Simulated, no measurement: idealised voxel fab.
process module | voxel trench capacitor
cross-section cut | 260 nm wide | cells 5 nm
A cross-section is a grid of square cells, given in bands from the top down. A band is one or more rows of cells.
Each band's line starts with the height of the band's top and of its bottom, in nm. Then come its materials from left to right, each with its width in nm. One material with "throughout" fills the band from edge to edge. "air" is empty space.
Height 0 is the level under which the wafer as received is all one material. The lowest band goes on downwards, as in "0 down".
A width such as "30 to 40" changes by the same amount from each row of cells to the next, from the band's top row to its bottom row.
"no change" after a step means that no cell of the cross-section changed.
closed voids: empty space of 8 cells or more with no open way to the top, each as width x height at its distance from the left edge, in nm
after a step's settings: what the simulator itself notes on the step
overlay nm, on a step with a mask: how far to the right of its planned place the mask lay; to the left if negative
plan
1 op RECEIVE | material Si
2 op CONFORMAL_DEP | material SiN | thk nm 5
3 op MASKED_ETCH | tone open | mask id TRENCH | width nm 30 | pitch nm 45 | etch materials SiN | depth nm 5 | overlay nm 0
4 op MASKED_ETCH | tone open | mask id TRENCH | width nm 30 | pitch nm 45 | etch materials Si | depth nm 40 | overlay nm 0
5 op CONFORMAL_DEP | material Al2O3 | thk nm 5
6 op CONFORMAL_DEP | material TiN | thk nm 5
7 op FILL_DEP | material W | thk nm 5
8 op CMP | height nm 5
as received, after step 1
  0 down: Si throughout
  closed voids: none
a wafer at the end: this start, this plan, one mistake
  5 to 0: SiN 75 | Al2O3 5 | TiN 5 | W 5 | TiN 5 | Al2O3 5 | SiN 20 | Al2O3 5 | TiN 5 | W 5 | TiN 5 | Al2O3 5 | SiN 20 | Al2O3 5 | TiN 5 | W 5 | TiN 5 | Al2O3 5 | SiN 70
  0 to -30: Si 75 | Al2O3 5 | TiN 5 | W 5 | TiN 5 | Al2O3 5 | Si 20 | Al2O3 5 | TiN 5 | W 5 | TiN 5 | Al2O3 5 | Si 20 | Al2O3 5 | TiN 5 | W 5 | TiN 5 | Al2O3 5 | Si 70
  -30 to -35: Si 75 | Al2O3 5 | TiN 15 | Al2O3 5 | Si 20 | Al2O3 5 | TiN 15 | Al2O3 5 | Si 20 | Al2O3 5 | TiN 15 | Al2O3 5 | Si 70
  -35 to -40: Si 75 | Al2O3 25 | Si 20 | Al2O3 25 | Si 20 | Al2O3 25 | Si 70
  -40 down: Si throughout
  closed voids: none
what went wrong: step 3 ran as: op MASKED_ETCH | tone open | mask id TRENCH | width nm 25 | pitch nm 45 | etch materials SiN | depth nm 5 | overlay nm 0
